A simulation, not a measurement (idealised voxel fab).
You're looking at the process module voxel released beams.
For reference, the cross-section in this document is cut, with width 220 nm and square cells of 5 nm.
A cross-section is a grid of square cells, given in bands from the top down. A band is one or more rows of cells. Top height, bottom height, nm. Materials left to right, width each, nm. Single material + "full width" = fills band edge to edge. "empty" = empty. Counting heights begins at 0, where everything beneath is, in the wafer as received, one material. The lowest band has no bottom; it goes on downwards, as "0 -> down" shows. Read "30->40" as a graded width: first number on top, second number at the bottom, same change between each pair of neighbouring rows. Step note "everything unchanged" = no cross-section cell changed. Entry "Fully closed voids". Content: empty spaces with no open connection to the top, size 8 cells or greater. Each: width x height at distance. Distance: from left edge. Unit: nm. Past the settings on a step's line: simulator remark, on that step. overlay nm: step with mask; distance mask lay right of planned place; negative value = left of planned place.
The steps planned for the process are as follows:
| 1 | RECEIVE [material Si] |
| 2 | CONFORMAL_DEP [material SiN] [thk nm 10] |
| 3 | DIRECTIONAL_DEP [material SiO2] [thk nm 10] |
| 4 | MASKED_ETCH [tone open] [mask id ANCHOR] [width nm 35] [etch materials SiO2] [depth nm 10] [overlay nm 0] |
| 5 | CONFORMAL_DEP [material W] [thk nm 10] |
| 6 | DIRECTIONAL_DEP [material aC] [thk nm 15] |
| 7 | PATTERN [tone cover] [mask id BEAM] [material resist] [width nm 110] [thk nm 30] [overlay nm 0] |
| 8 | DIRECTIONAL_ETCH [etch materials aC] [depth nm 15] |
| 9 | STRIP [etch materials resist] |
| 10 | DIRECTIONAL_ETCH [etch materials W] [depth nm 10] |
| 11 | STRIP [etch materials aC] |
| 12 | STRIP [etch materials SiO2] |
Incoming wafer, cross-sectional view, post step 1:
  0 -> down | Si full width
  Fully closed voids: none
Looking at the first of two wafers in cross-section at end of module - ran to plan:
  30 -> 20 | empty=50 / W=15 / empty=15 / W=80 / empty=60
  20 -> 10 | empty=55 / W=35 / empty=130
  10 -> 0 | SiN full width
  0 -> down | Si full width
  Fully closed voids: none
Here is the second of the two wafers cut open at the end of the module - same start, same plan as the first one, but we made one mistake running it:
  35 -> 25 | empty=50 / W=15 / empty=15 / W=80 / empty=60
  25 -> 15 | empty=55 / W=35 / empty=130
  15 -> 0 | SiN full width
  0 -> down | Si full width
  Fully closed voids: none
Deviation from plan: step 2 was run on a setting that differed from the plan, and what really ran there is CONFORMAL_DEP [material SiN] [thk nm 15]
The second wafer ends with more or fewer cells of some materials than the first, per final count: SiN: 44 more
